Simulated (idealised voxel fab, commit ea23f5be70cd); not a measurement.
The process module that follows is named voxel transistor to metal.
In the cross-section labelled cut, the width is 160 nm and each square cell is 5 nm.
Reading order for cross-sections: top band down to bottom band. Underlying form: a grid of square cells. Band size: one or more rows of cells. In this notation a band is specified by the heights of its top and bottom, in that order and in nm, after which its materials appear from left to right, each paired with its width in nm. The word "all across" attached to a single material means that material fills the band from edge to edge; the word "blank" stands for empty space. Height is counted from the level 0, under which the received wafer is composed throughout of one material. The lowest of the bands is not closed at the bottom but continues downward, in the notation "from 0 down". The two numbers in a width such as "30..40" mark its ends across the band: the first belongs to the top row of cells, the second to the bottom row, and from each row to the next the width moves by the same amount. "no modification" -> step changed no cross-section cell. The entry titled "Closed empty spaces" provides the empty spaces that have no open way to the top, restricted to those of 8 cells or more. Each is presented as width x height at distance, the distance being measured from the left edge, with all three in nm. Whatever follows a step's settings on its line is a remark the simulator itself makes about that step. Steps that use a mask can have "overlay nm" on their line. It says how far the mask sat to the right of where it was meant to be. Negative means to the left. Reading guide: pairs of cross-sections, before and after one process step; after view cut off at lowest changed band; step and settings listed under each pair. Pairs may stem from different runs of this module on the same starting wafer; continuity with the pair above only where the "Before-step section" entry states it.

Before-step section:
from 50 to 45 = TiN all across
from 45 to 20 = W all across
from 20 to 10 = 30 of SiO2; 5 of TiN; 10 of W; 5 of TiN; 60 of SiO2; 5 of TiN; 10 of W; 5 of TiN; 30 of SiO2
from 10 to 0 = 30 of SiO2; 5..10 of TiN; 10..5 of W; 5 of TiN; 10 of SiN; 5 of HfO2; 5 of TiN; 20 of W; 5 of TiN; 5 of HfO2; 10 of SiN; 5 of TiN; 10..5 of W; 5..10 of TiN; 30 of SiO2
from 0 to -5 = 25 of SiO2; 10 of SiN; 15 of TiN; 10 of SiN; 5 of HfO2; 30 of TiN; 5 of HfO2; 10 of SiN; 15 of TiN; 10 of SiN; 25 of SiO2
from -5 to -10 = 35 of SiO2; 15 of nSi; 10 of SiO2; 40 of HfO2; 10 of SiO2; 15 of nSi; 35 of SiO2
from -10 to -30 = 25 of SiO2; 110 of Si; 25 of SiO2
from -30 down = Si all across
Closed empty spaces: none

Post-Step Appearance:
from 50 to 45 = 30 of blank; 20 of TiN; 60 of blank; 20 of TiN; 30 of blank
Under the height 45 nothing was changed.
Closed empty spaces: none
Looking at the two cross-sections above, the step in the middle is MASKED_ETCH | tone cover | mask id METAL_1 | width nm 20 | pitch nm 80 | etch materials TiN | depth nm 5 | overlay nm 0

Before-step section: Please consult the pair immediately above; the cross-section it shows after its step is the state before this step.

Post-Step Appearance:
from 55 to 50 = 25 of blank; 30 of SiCN; 50 of blank; 30 of SiCN; 25 of blank
from 50 to 45 = 30 of SiCN; 20 of TiN; 60 of SiCN; 20 of TiN; 30 of SiCN
Under the height 45 nothing was changed.
Closed empty spaces: none
Looking at the two cross-sections above, the step in the middle is CONFORMAL_DEP | material SiCN | thk nm 5

Before-step section: Please consult the pair immediately above; the cross-section it shows after its step is the state before this step.

Post-Step Appearance:
from 65 to 55 = lowk all across
from 55 to 50 = 25 of lowk; 30 of SiCN; 50 of lowk; 30 of SiCN; 25 of lowk
Under the height 50 nothing was changed.
Closed empty spaces: none
Looking at the two cross-sections above, the step in the middle is FILL_DEP | material lowk | thk nm 10

Before-step section: Please consult the pair immediately above; the cross-section it shows after its step is the state before this step.

Post-Step Appearance:
from 50 to 45 = 30 of SiCN; 20 of TiN; 60 of SiCN; 20 of TiN; 30 of SiCN
Under the height 45 nothing was changed.
Closed empty spaces: none
Looking at the two cross-sections above, the step in the middle is CMP | height nm 50

Before-step section: Please consult the pair immediately above; the cross-section it shows after its step is the state before this step.

Post-Step Appearance:
from 55 to 50 = SiCN all across
Under the height 50 nothing was changed.
Closed empty spaces: none
Looking at the two cross-sections above, the step in the middle is CONFORMAL_DEP | material SiCN | thk nm 5

Before-step section:
from 35 to 25 = W all across
from 25 to 20 = 35 of TiN; 10 of W; 70 of TiN; 10 of W; 35 of TiN
from 20 to 10 = 30 of SiO2; 5 of TiN; 10 of W; 5 of TiN; 60 of SiO2; 5 of TiN; 10 of W; 5 of TiN; 30 of SiO2
from 10 to 0 = 30 of SiO2; 5..10 of TiN; 10..5 of W; 5 of TiN; 10 of SiN; 5 of HfO2; 5 of TiN; 20 of W; 5 of TiN; 5 of HfO2; 10 of SiN; 5 of TiN; 10..5 of W; 5..10 of TiN; 30 of SiO2
from 0 to -5 = 25 of SiO2; 10 of SiN; 15 of TiN; 10 of SiN; 5 of HfO2; 30 of TiN; 5 of HfO2; 10 of SiN; 15 of TiN; 10 of SiN; 25 of SiO2
from -5 to -10 = 35 of SiO2; 15 of nSi; 10 of SiO2; 40 of HfO2; 10 of SiO2; 15 of nSi; 35 of SiO2
from -10 to -30 = 25 of SiO2; 110 of Si; 25 of SiO2
from -30 down = Si all across
Closed empty spaces: none

Post-Step Appearance:
from 10 to 0 = 30 of SiO2; 5..10 of TiN; 10..5 of W; 5 of TiN; 10 of SiN; 5 of HfO2; 5 of TiN; 20 of W; 5 of TiN; 5 of HfO2; 10 of SiN; 5 of TiN; 10..5 of W; 5..10 of TiN; 30 of SiO2
Under the height 0 nothing was changed.
Closed empty spaces: none
Looking at the two cross-sections above, the step in the middle is CMP | height nm 10

Before-step section: Please consult the pair immediately above; the cross-section it shows after its step is the state before this step.

Post-Step Appearance:
from 15 to 10 = TiN all across
Under the height 10 nothing was changed.
Closed empty spaces: none
Looking at the two cross-sections above, the step in the middle is DIRECTIONAL_DEP | material TiN | thk nm 5

Before-step section: Please consult the pair immediately above; the cross-section it shows after its step is the state before this step.

Post-Step Appearance:
from 40 to 15 = W all across
Under the height 15 nothing was changed.
Closed empty spaces: none
Looking at the two cross-sections above, the step in the middle is DIRECTIONAL_DEP | material W | thk nm 25

Before-step section: Please consult the pair immediately above; the cross-section it shows after its step is the state before this step.

Post-Step Appearance:
from 40 to 15 = 30 of blank; 20 of W; 60 of blank; 20 of W; 30 of blank
Under the height 15 nothing was changed.
Closed empty spaces: none
Looking at the two cross-sections above, the step in the middle is MASKED_ETCH | tone cover | mask id METAL_1 | width nm 20 | pitch nm 80 | etch materials W | depth nm 25 | overlay nm 0

Before-step section: Please consult the pair immediately above; the cross-section it shows after its step is the state before this step.

Post-Step Appearance:
from 40 to 15 = 30 of blank; 20 of W; 60 of blank; 20 of W; 30 of blank
from 15 to 10 = 30 of blank; 20 of TiN; 60 of blank; 20 of TiN; 30 of blank
Under the height 10 nothing was changed.
Closed empty spaces: none
Looking at the two cross-sections above, the step in the middle is MASKED_ETCH | tone cover | mask id METAL_1 | width nm 20 | pitch nm 80 | etch materials TiN | depth nm 5 | overlay nm 0

Before-step section: Please consult the pair immediately above; the cross-section it shows after its step is the state before this step.

Post-Step Appearance:
from 45 to 40 = 25 of blank; 30 of SiCN; 50 of blank; 30 of SiCN; 25 of blank
from 40 to 15 = 25 of blank; 5 of SiCN; 20 of W; 5 of SiCN; 50 of blank; 5 of SiCN; 20 of W; 5 of SiCN; 25 of blank
from 15 to 10 = 30 of SiCN; 20 of TiN; 60 of SiCN; 20 of TiN; 30 of SiCN
Under the height 10 nothing was changed.
Closed empty spaces: none
Looking at the two cross-sections above, the step in the middle is CONFORMAL_DEP | material SiCN | thk nm 5

Before-step section: Please consult the pair immediately above; the cross-section it shows after its step is the state before this step.

Post-Step Appearance:
from 55 to 45 = lowk all across
from 45 to 40 = 25 of lowk; 30 of SiCN; 50 of lowk; 30 of SiCN; 25 of lowk
from 40 to 15 = 25 of lowk; 5 of SiCN; 20 of W; 5 of SiCN; 50 of lowk; 5 of SiCN; 20 of W; 5 of SiCN; 25 of lowk
Under the height 15 nothing was changed.
Closed empty spaces: none
Looking at the two cross-sections above, the step in the middle is FILL_DEP | material lowk | thk nm 10

Before-step section: Please consult the pair immediately above; the cross-section it shows after its step is the state before this step.

Post-Step Appearance:
from 50 to 45 = lowk all across
Under the height 45 nothing was changed.
Closed empty spaces: none
Looking at the two cross-sections above, the step in the middle is CMP | height nm 50

Before-step section: Please consult the pair immediately above; the cross-section it shows after its step is the state before this step.

Post-Step Appearance:
from 55 to 50 = SiCN all across
Under the height 50 nothing was changed.
Closed empty spaces: none
Looking at the two cross-sections above, the step in the middle is CONFORMAL_DEP | material SiCN | thk nm 5

Before-step section:
from 35 to 30 = 20 of SiCN; 120 of blank; 20 of SiCN
from 30 to 20 = SiCN all across
from 20 to 15 = 20 of polySi; 120 of SiCN; 20 of polySi
from 15 to 0 = polySi all across
from 0 to -5 = 20 of SiO2; 120 of polySi; 20 of SiO2
from -5 to -10 = SiO2 all across
from -10 to -30 = 25 of SiO2; 110 of Si; 25 of SiO2
from -30 down = Si all across
Closed empty spaces: none

Post-Step Appearance:
from 50 to 35 = 70 of blank; 20 of resist; 70 of blank
from 35 to 30 = 20 of SiCN; 50 of blank; 20 of resist; 50 of blank; 20 of SiCN
Under the height 30 nothing was changed.
Closed empty spaces: none
Looking at the two cross-sections above, the step in the middle is PATTERN | tone cover | mask id GATE | material resist | width nm 20 | thk nm 15 | overlay nm 0

Before-step section: Please consult the pair immediately above; the cross-section it shows after its step is the state before this step.

Post-Step Appearance:
from 50 to 30 = 70 of blank; 20 of resist; 70 of blank
from 30 to 20 = 70 of blank; 20 of SiCN; 70 of blank
from 20 to 15 = 20 of polySi; 50 of blank; 20 of SiCN; 50 of blank; 20 of polySi
Under the height 15 nothing was changed.
Closed empty spaces: none
Looking at the two cross-sections above, the step in the middle is DIRECTIONAL_ETCH | etch materials SiCN | depth nm 25

Before-step section: Please consult the pair immediately above; the cross-section it shows after its step is the state before this step.

Post-Step Appearance:
from 50 to 30 = 70 of blank; 20 of resist; 70 of blank
from 30 to 15 = 70 of blank; 20 of SiCN; 70 of blank
from 15 to 0 = 70 of blank; 20 of polySi; 70 of blank
from 0 to -5 = 20 of SiO2; 50 of blank; 20 of polySi; 50 of blank; 20 of SiO2
Under the height -5 nothing was changed.
Closed empty spaces: none
Looking at the two cross-sections above, the step in the middle is DIRECTIONAL_ETCH | etch materials polySi | depth nm 30

Before-step section: Please consult the pair immediately above; the cross-section it shows after its step is the state before this step.

Post-Step Appearance:
from 30 to 15 = 70 of blank; 20 of SiCN; 70 of blank
Under the height 15 nothing was changed.
Closed empty spaces: none
Looking at the two cross-sections above, the step in the middle is STRIP | etch materials resist

Before-step section: Please consult the pair immediately above; the cross-section it shows after its step is the state before this step.

Post-Step Appearance:
from 35 to 30 = 65 of blank; 30 of SiO2; 65 of blank
from 30 to 15 = 65 of blank; 5 of SiO2; 20 of SiCN; 5 of SiO2; 65 of blank
from 15 to 5 = 65 of blank; 5 of SiO2; 20 of polySi; 5 of SiO2; 65 of blank
from 5 to 0 = 25 of SiO2; 40 of blank; 5 of SiO2; 20 of polySi; 5 of SiO2; 40 of blank; 25 of SiO2
from 0 to -5 = 70 of SiO2; 20 of polySi; 70 of SiO2
Under the height -5 nothing was changed.
Closed empty spaces: none
Looking at the two cross-sections above, the step in the middle is CONFORMAL_DEP | material SiO2 | thk nm 5

Before-step section: Please consult the pair immediately above; the cross-section it shows after its step is the state before this step.

Post-Step Appearance:
from 30 to 15 = 65 of blank; 5 of SiO2; 20 of SiCN; 5 of SiO2; 65 of blank
from 15 to 0 = 65 of blank; 5 of SiO2; 20 of polySi; 5 of SiO2; 65 of blank
from 0 to -5 = 25 of SiO2; 40 of blank; 5 of SiO2; 20 of polySi; 5 of SiO2; 40 of blank; 25 of SiO2
Under the height -5 nothing was changed.
Closed empty spaces: none
Looking at the two cross-sections above, the step in the middle is DIRECTIONAL_ETCH | etch materials SiO2 | depth nm 5

Before-step section: Please consult the pair immediately above; the cross-section it shows after its step is the state before this step.

Post-Step Appearance:
from 40 to 30 = 55 of blank; 50 of SiN; 55 of blank
from 30 to 15 = 55 of blank; 10 of SiN; 5 of SiO2; 20 of SiCN; 5 of SiO2; 10 of SiN; 55 of blank
from 15 to 10 = 55 of blank; 10 of SiN; 5 of SiO2; 20 of polySi; 5 of SiO2; 10 of SiN; 55 of blank
from 10 to 5 = 35 of SiN; 20 of blank; 10 of SiN; 5 of SiO2; 20 of polySi; 5 of SiO2; 10 of SiN; 20 of blank; 35 of SiN
from 5 to 0 = 65 of SiN; 5 of SiO2; 20 of polySi; 5 of SiO2; 65 of SiN
from 0 to -5 = 25 of SiO2; 40 of SiN; 5 of SiO2; 20 of polySi; 5 of SiO2; 40 of SiN; 25 of SiO2
Under the height -5 nothing was changed.
Closed empty spaces: none
Looking at the two cross-sections above, the step in the middle is CONFORMAL_DEP | material SiN | thk nm 10

Before-step section: Please consult the pair immediately above; the cross-section it shows after its step is the state before this step.

Post-Step Appearance:
from 30 to 15 = 55 of blank; 10 of SiN; 5 of SiO2; 20 of SiCN; 5 of SiO2; 10 of SiN; 55 of blank
from 15 to 0 = 55 of blank; 10 of SiN; 5 of SiO2; 20 of polySi; 5 of SiO2; 10 of SiN; 55 of blank
from 0 to -5 = 25 of SiO2; 10 of SiN; 20 of blank; 10 of SiN; 5 of SiO2; 20 of polySi; 5 of SiO2; 10 of SiN; 20 of blank; 10 of SiN; 25 of SiO2
Under the height -5 nothing was changed.
Closed empty spaces: none
Looking at the two cross-sections above, the step in the middle is DIRECTIONAL_ETCH | etch materials SiN | depth nm 10

Before-step section: Please consult the pair immediately above; the cross-section it shows after its step is the state before this step.

Post-Step Appearance:
from 30 to 25 = 55 of blank; 10 of SiN; 5 of blank; 20 of SiCN; 5 of blank; 10 of SiN; 55 of blank
from 25 to 15 = 55 of blank; 10 of SiN; 5 of SiO2; 20 of SiCN; 5 of SiO2; 10 of SiN; 55 of blank
from 15 to 0 = 55 of blank; 10 of SiN; 5 of SiO2; 20 of polySi; 5 of SiO2; 10 of SiN; 55 of blank
from 0 to -5 = 25 of blank; 10 of SiN; 20 of blank; 10 of SiN; 5 of SiO2; 20 of polySi; 5 of SiO2; 10 of SiN; 20 of blank; 10 of SiN; 25 of blank
from -5 to -10 = 35 of SiO2; 20 of blank; 50 of SiO2; 20 of blank; 35 of SiO2
Under the height -10 nothing was changed.
Closed empty spaces: none
Looking at the two cross-sections above, the step in the middle is DIRECTIONAL_ETCH | etch materials SiO2 | depth nm 5

Before-step section: Please consult the pair immediately above; the cross-section it shows after its step is the state before this step.

Post-Step Appearance:
from 30 to 25 = 55 of blank; 10 of SiN; 5 of blank; 20 of SiCN; 5 of blank; 10 of SiN; 55 of blank
from 25 to 15 = 55 of blank; 10 of SiN; 5 of SiO2; 20 of SiCN; 5 of SiO2; 10 of SiN; 55 of blank
from 15 to 0 = 55 of blank; 10 of SiN; 5 of SiO2; 20 of polySi; 5 of SiO2; 10 of SiN; 55 of blank
from 0 to -5 = 25 of blank; 10 of SiN; 20 of blank; 10 of SiN; 5 of SiO2; 20 of polySi; 5 of SiO2; 10 of SiN; 20 of blank; 10 of SiN; 25 of blank
from -5 to -10 = 35 of SiO2; 20 of nSi; 50 of SiO2; 20 of nSi; 35 of SiO2
Under the height -10 nothing was changed.
Closed empty spaces: none
Looking at the two cross-sections above, the step in the middle is EPI | material nSi | thk nm 5

Before-step section: Please consult the pair immediately above; the cross-section it shows after its step is the state before this step.

Post-Step Appearance:
from 35 to 30 = SiO2 all across
from 30 to 15 = 55 of SiO2; 10 of SiN; 5 of SiO2; 20 of SiCN; 5 of SiO2; 10 of SiN; 55 of SiO2
from 15 to 0 = 55 of SiO2; 10 of SiN; 5 of SiO2; 20 of polySi; 5 of SiO2; 10 of SiN; 55 of SiO2
from 0 to -5 = 25 of SiO2; 10 of SiN; 20 of SiO2; 10 of SiN; 5 of SiO2; 20 of polySi; 5 of SiO2; 10 of SiN; 20 of SiO2; 10 of SiN; 25 of SiO2
Under the height -5 nothing was changed.
Closed empty spaces: none
Looking at the two cross-sections above, the step in the middle is FILL_DEP | material SiO2 | thk nm 5

Before-step section: Please consult the pair immediately above; the cross-section it shows after its step is the state before this step.

Post-Step Appearance:
from 15 to 0 = 55 of SiO2; 10 of SiN; 5 of SiO2; 20 of polySi; 5 of SiO2; 10 of SiN; 55 of SiO2
Under the height 0 nothing was changed.
Closed empty spaces: none
Looking at the two cross-sections above, the step in the middle is CMP | height nm 15

Before-step section: Please consult the pair immediately above; the cross-section it shows after its step is the state before this step.

Post-Step Appearance:
from 15 to 0 = 55 of SiO2; 10 of SiN; 5 of SiO2; 20 of blank; 5 of SiO2; 10 of SiN; 55 of SiO2
from 0 to -5 = 25 of SiO2; 10 of SiN; 20 of SiO2; 10 of SiN; 5 of SiO2; 20 of blank; 5 of SiO2; 10 of SiN; 20 of SiO2; 10 of SiN; 25 of SiO2
Under the height -5 nothing was changed.
Closed empty spaces: none
Looking at the two cross-sections above, the step in the middle is STRIP | etch materials polySi

Before-step section: Please consult the pair immediately above; the cross-section it shows after its step is the state before this step.

Post-Step Appearance:
from 15 to 10 = 55 of blank; 10 of SiN; 30 of blank; 10 of SiN; 55 of blank
from 10 to 0 = 55 of SiO2; 10 of SiN; 30 of blank; 10 of SiN; 55 of SiO2
from 0 to -5 = 25 of SiO2; 10 of SiN; 20 of SiO2; 10 of SiN; 30 of blank; 10 of SiN; 20 of SiO2; 10 of SiN; 25 of SiO2
from -5 to -10 = 35 of SiO2; 20 of nSi; 10 of SiO2; 30 of blank; 10 of SiO2; 20 of nSi; 35 of SiO2
Under the height -10 nothing was changed.
Closed empty spaces: none
Looking at the two cross-sections above, the step in the middle is SELECTIVE_ETCH | etch materials SiO2 | depth nm 5

Before-step section: Please consult the pair immediately above; the cross-section it shows after its step is the state before this step.

Post-Step Appearance:
from 20 to 15 = 50 of blank; 20 of HfO2; 20 of blank; 20 of HfO2; 50 of blank
from 15 to 10 = 55 of HfO2; 10 of SiN; 5 of HfO2; 20 of blank; 5 of HfO2; 10 of SiN; 55 of HfO2
from 10 to 0 = 55 of SiO2; 10 of SiN; 5 of HfO2; 20 of blank; 5 of HfO2; 10 of SiN; 55 of SiO2
from 0 to -5 = 25 of SiO2; 10 of SiN; 20 of SiO2; 10 of SiN; 5 of HfO2; 20 of blank; 5 of HfO2; 10 of SiN; 20 of SiO2; 10 of SiN; 25 of SiO2
from -5 to -10 = 35 of SiO2; 20 of nSi; 10 of SiO2; 30 of HfO2; 10 of SiO2; 20 of nSi; 35 of SiO2
Under the height -10 nothing was changed.
Closed empty spaces: none
Looking at the two cross-sections above, the step in the middle is CONFORMAL_DEP | material HfO2 | thk nm 5

Before-step section: Please consult the pair immediately above; the cross-section it shows after its step is the state before this step.

Post-Step Appearance:
from 25 to 20 = 45 of blank; 30 of TiN; 10 of blank; 30 of TiN; 45 of blank
from 20 to 15 = 50 of TiN; 20 of HfO2; 5 of TiN; 10 of blank; 5 of TiN; 20 of HfO2; 50 of TiN
from 15 to 10 = 55 of HfO2; 10 of SiN; 5 of HfO2; 5 of TiN; 10 of blank; 5 of TiN; 5 of HfO2; 10 of SiN; 55 of HfO2
from 10 to 0 = 55 of SiO2; 10 of SiN; 5 of HfO2; 5 of TiN; 10 of blank; 5 of TiN; 5 of HfO2; 10 of SiN; 55 of SiO2
from 0 to -5 = 25 of SiO2; 10 of SiN; 20 of SiO2; 10 of SiN; 5 of HfO2; 20 of TiN; 5 of HfO2; 10 of SiN; 20 of SiO2; 10 of SiN; 25 of SiO2
Under the height -5 nothing was changed.
Closed empty spaces: none
Looking at the two cross-sections above, the step in the middle is CONFORMAL_DEP | material TiN | thk nm 5

Before-step section: Please consult the pair immediately above; the cross-section it shows after its step is the state before this step.

Post-Step Appearance:
from 30 to 25 = W all across
from 25 to 20 = 45 of W; 30 of TiN; 10 of W; 30 of TiN; 45 of W
from 20 to 15 = 50 of TiN; 20 of HfO2; 5 of TiN; 10 of W; 5 of TiN; 20 of HfO2; 50 of TiN
from 15 to 10 = 55 of HfO2; 10 of SiN; 5 of HfO2; 5 of TiN; 10 of W; 5 of TiN; 5 of HfO2; 10 of SiN; 55 of HfO2
from 10 to 0 = 55 of SiO2; 10 of SiN; 5 of HfO2; 5 of TiN; 10 of W; 5 of TiN; 5 of HfO2; 10 of SiN; 55 of SiO2
Under the height 0 nothing was changed.
Closed empty spaces: none
Looking at the two cross-sections above, the step in the middle is FILL_DEP | material W | thk nm 5

Before-step section: Please consult the pair immediately above; the cross-section it shows after its step is the state before this step.

Post-Step Appearance:
from 10 to 0 = 55 of SiO2; 10 of SiN; 5 of HfO2; 5 of TiN; 10 of W; 5 of TiN; 5 of HfO2; 10 of SiN; 55 of SiO2
Under the height 0 nothing was changed.
Closed empty spaces: none
Looking at the two cross-sections above, the step in the middle is CMP | height nm 10

Before-step section: Please consult the pair immediately above; the cross-section it shows after its step is the state before this step.

Post-Step Appearance:
from 20 to 10 = SiO2 all across
Under the height 10 nothing was changed.
Closed empty spaces: none
Looking at the two cross-sections above, the step in the middle is DIRECTIONAL_DEP | material SiO2 | thk nm 10

Before-step section: Please consult the pair immediately above; the cross-section it shows after its step is the state before this step.

Post-Step Appearance:
from 20 to 10 = 30 of SiO2; 20 of blank; 60 of SiO2; 20 of blank; 30 of SiO2
from 10 to 0 = 30 of SiO2; 20 of blank; 5 of SiO2; 10 of SiN; 5 of HfO2; 5 of TiN; 10 of W; 5 of TiN; 5 of HfO2; 10 of SiN; 5 of SiO2; 20 of blank; 30 of SiO2
from 0 to -5 = 25 of SiO2; 10 of SiN; 15 of blank; 5 of SiO2; 10 of SiN; 5 of HfO2; 20 of TiN; 5 of HfO2; 10 of SiN; 5 of SiO2; 15 of blank; 10 of SiN; 25 of SiO2
Under the height -5 nothing was changed.
Closed empty spaces: none
Looking at the two cross-sections above, the step in the middle is MASKED_ETCH | tone open | mask id CONTACT | width nm 20 | pitch nm 80 | etch materials SiO2 | depth nm 25 | overlay nm 0

Before-step section: Please consult the pair immediately above; the cross-section it shows after its step is the state before this step.

Post-Step Appearance:
from 25 to 20 = 35 of TiN; 10 of blank; 70 of TiN; 10 of blank; 35 of TiN
from 20 to 10 = 30 of SiO2; 5 of TiN; 10 of blank; 5 of TiN; 60 of SiO2; 5 of TiN; 10 of blank; 5 of TiN; 30 of SiO2
from 10 to 0 = 30 of SiO2; 5..10 of TiN; 10..5 of blank; 5 of TiN; 5 of SiO2; 10 of SiN; 5 of HfO2; 5 of TiN; 10 of W; 5 of TiN; 5 of HfO2; 10 of SiN; 5 of SiO2; 5 of TiN; 10..5 of blank; 5..10 of TiN; 30 of SiO2
from 0 to -5 = 25 of SiO2; 10 of SiN; 15 of TiN; 5 of SiO2; 10 of SiN; 5 of HfO2; 20 of TiN; 5 of HfO2; 10 of SiN; 5 of SiO2; 15 of TiN; 10 of SiN; 25 of SiO2
Under the height -5 nothing was changed.
Closed empty spaces: none
Looking at the two cross-sections above, the step in the middle is CONFORMAL_DEP | material TiN | thk nm 5

Before-step section: Please consult the pair immediately above; the cross-section it shows after its step is the state before this step.

Post-Step Appearance:
from 35 to 25 = W all across
from 25 to 20 = 35 of TiN; 10 of W; 70 of TiN; 10 of W; 35 of TiN
from 20 to 10 = 30 of SiO2; 5 of TiN; 10 of W; 5 of TiN; 60 of SiO2; 5 of TiN; 10 of W; 5 of TiN; 30 of SiO2
from 10 to 0 = 30 of SiO2; 5..10 of TiN; 10..5 of W; 5 of TiN; 5 of SiO2; 10 of SiN; 5 of HfO2; 5 of TiN; 10 of W; 5 of TiN; 5 of HfO2; 10 of SiN; 5 of SiO2; 5 of TiN; 10..5 of W; 5..10 of TiN; 30 of SiO2
Under the height 0 nothing was changed.
Closed empty spaces: none
Looking at the two cross-sections above, the step in the middle is FILL_DEP | material W | thk nm 10

Before-step section: Please consult the pair immediately above; the cross-section it shows after its step is the state before this step.

Post-Step Appearance:
from 20 to 10 = 30 of SiO2; 5 of TiN; 10 of W; 5 of TiN; 60 of SiO2; 5 of TiN; 10 of W; 5 of TiN; 30 of SiO2
Under the height 10 nothing was changed.
Closed empty spaces: none
Looking at the two cross-sections above, the step in the middle is CMP | height nm 20

Before-step section: Please consult the pair immediately above; the cross-section it shows after its step is the state before this step.

Post-Step Appearance:
from 25 to 20 = TiN all across
Under the height 20 nothing was changed.
Closed empty spaces: none
Looking at the two cross-sections above, the step in the middle is DIRECTIONAL_DEP | material TiN | thk nm 5

Before-step section: Please consult the pair immediately above; the cross-section it shows after its step is the state before this step.

Post-Step Appearance:
from 50 to 25 = W all across
Under the height 25 nothing was changed.
Closed empty spaces: none
Looking at the two cross-sections above, the step in the middle is DIRECTIONAL_DEP | material W | thk nm 25

Before-step section: Please consult the pair immediately above; the cross-section it shows after its step is the state before this step.

Post-Step Appearance:
from 50 to 25 = 30 of blank; 20 of W; 60 of blank; 20 of W; 30 of blank
Under the height 25 nothing was changed.
Closed empty spaces: none
Looking at the two cross-sections above, the step in the middle is MASKED_ETCH | tone cover | mask id METAL_1 | width nm 20 | pitch nm 80 | etch materials W | depth nm 25 | overlay nm 0

Before-step section: Please consult the pair immediately above; the cross-section it shows after its step is the state before this step.

Post-Step Appearance:
from 50 to 25 = 30 of blank; 20 of W; 60 of blank; 20 of W; 30 of blank
from 25 to 20 = 30 of blank; 20 of TiN; 60 of blank; 20 of TiN; 30 of blank
Under the height 20 nothing was changed.
Closed empty spaces: none
Looking at the two cross-sections above, the step in the middle is MASKED_ETCH | tone cover | mask id METAL_1 | width nm 20 | pitch nm 80 | etch materials TiN | depth nm 5 | overlay nm 0

Before-step section: Please consult the pair immediately above; the cross-section it shows after its step is the state before this step.

Post-Step Appearance:
from 55 to 50 = 25 of blank; 30 of SiCN; 50 of blank; 30 of SiCN; 25 of blank
from 50 to 25 = 25 of blank; 5 of SiCN; 20 of W; 5 of SiCN; 50 of blank; 5 of SiCN; 20 of W; 5 of SiCN; 25 of blank
from 25 to 20 = 30 of SiCN; 20 of TiN; 60 of SiCN; 20 of TiN; 30 of SiCN
Under the height 20 nothing was changed.
Closed empty spaces: none
Looking at the two cross-sections above, the step in the middle is CONFORMAL_DEP | material SiCN | thk nm 5

Before-step section: Please consult the pair immediately above; the cross-section it shows after its step is the state before this step.

Post-Step Appearance:
from 65 to 55 = lowk all across
from 55 to 50 = 25 of lowk; 30 of SiCN; 50 of lowk; 30 of SiCN; 25 of lowk
from 50 to 25 = 25 of lowk; 5 of SiCN; 20 of W; 5 of SiCN; 50 of lowk; 5 of SiCN; 20 of W; 5 of SiCN; 25 of lowk
Under the height 25 nothing was changed.
Closed empty spaces: none
Looking at the two cross-sections above, the step in the middle is FILL_DEP | material lowk | thk nm 10

Before-step section: Please consult the pair immediately above; the cross-section it shows after its step is the state before this step.

Post-Step Appearance:
from 50 to 25 = 25 of lowk; 5 of SiCN; 20 of W; 5 of SiCN; 50 of lowk; 5 of SiCN; 20 of W; 5 of SiCN; 25 of lowk
Under the height 25 nothing was changed.
Closed empty spaces: none
Looking at the two cross-sections above, the step in the middle is CMP | height nm 50

Before-step section: Please consult the pair immediately above; the cross-section it shows after its step is the state before this step.

Post-Step Appearance:
from 55 to 50 = SiCN all across
Under the height 50 nothing was changed.
Closed empty spaces: none
Looking at the two cross-sections above, the step in the middle is CONFORMAL_DEP | material SiCN | thk nm 5

Before-step section:
from 50 to 25 = W all across
from 25 to 20 = TiN all across
from 20 to 10 = 30 of SiO2; 5 of TiN; 10 of W; 5 of TiN; 60 of SiO2; 5 of TiN; 10 of W; 5 of TiN; 30 of SiO2
from 10 to 0 = 30 of SiO2; 5..10 of TiN; 10..5 of W; 5 of TiN; 10 of SiN; 5 of HfO2; 5 of TiN; 20 of W; 5 of TiN; 5 of HfO2; 10 of SiN; 5 of TiN; 10..5 of W; 5..10 of TiN; 30 of SiO2
from 0 to -5 = 25 of SiO2; 10 of SiN; 15 of TiN; 10 of SiN; 5 of HfO2; 30 of TiN; 5 of HfO2; 10 of SiN; 15 of TiN; 10 of SiN; 25 of SiO2
from -5 to -10 = 35 of SiO2; 15 of nSi; 10 of SiO2; 40 of HfO2; 10 of SiO2; 15 of nSi; 35 of SiO2
from -10 to -30 = 25 of SiO2; 110 of Si; 25 of SiO2
from -30 down = Si all across
Closed empty spaces: none

Post-Step Appearance:
from 50 to 25 = 25 of blank; 20 of W; 60 of blank; 20 of W; 35 of blank
Under the height 25 nothing was changed.
Closed empty spaces: none
Looking at the two cross-sections above, the step in the middle is MASKED_ETCH | tone cover | mask id METAL_1 | width nm 20 | pitch nm 80 | etch materials W | depth nm 25 | overlay nm -5

Before-step section: Please consult the pair immediately above; the cross-section it shows after its step is the state before this step.

Post-Step Appearance:
from 50 to 25 = 25 of blank; 20 of W; 60 of blank; 20 of W; 35 of blank
from 25 to 20 = 25 of blank; 25 of TiN; 55 of blank; 25 of TiN; 30 of blank
Under the height 20 nothing was changed.
Closed empty spaces: none
Looking at the two cross-sections above, the step in the middle is MASKED_ETCH | tone cover | mask id METAL_1 | width nm 20 | pitch nm 80 | etch materials TiN | depth nm 5 | overlay nm 0

Before-step section: Please consult the pair immediately above; the cross-section it shows after its step is the state before this step.

Post-Step Appearance:
from 55 to 50 = 20 of blank; 30 of SiCN; 50 of blank; 30 of SiCN; 30 of blank
from 50 to 30 = 20 of blank; 5 of SiCN; 20 of W; 5 of SiCN; 50 of blank; 5 of SiCN; 20 of W; 5 of SiCN; 30 of blank
from 30 to 25 = 20 of blank; 5 of SiCN; 20 of W; 10 of SiCN; 45 of blank; 5 of SiCN; 20 of W; 10 of SiCN; 25 of blank
from 25 to 20 = 25 of SiCN; 25 of TiN; 55 of SiCN; 25 of TiN; 30 of SiCN
Under the height 20 nothing was changed.
Closed empty spaces: none
Looking at the two cross-sections above, the step in the middle is CONFORMAL_DEP | material SiCN | thk nm 5

Before-step section: Please consult the pair immediately above; the cross-section it shows after its step is the state before this step.

Post-Step Appearance:
from 65 to 55 = lowk all across
from 55 to 50 = 20 of lowk; 30 of SiCN; 50 of lowk; 30 of SiCN; 30 of lowk
from 50 to 30 = 20 of lowk; 5 of SiCN; 20 of W; 5 of SiCN; 50 of lowk; 5 of SiCN; 20 of W; 5 of SiCN; 30 of lowk
from 30 to 25 = 20 of lowk; 5 of SiCN; 20 of W; 10 of SiCN; 45 of lowk; 5 of SiCN; 20 of W; 10 of SiCN; 25 of lowk
Under the height 25 nothing was changed.
Closed empty spaces: none
Looking at the two cross-sections above, the step in the middle is FILL_DEP | material lowk | thk nm 10
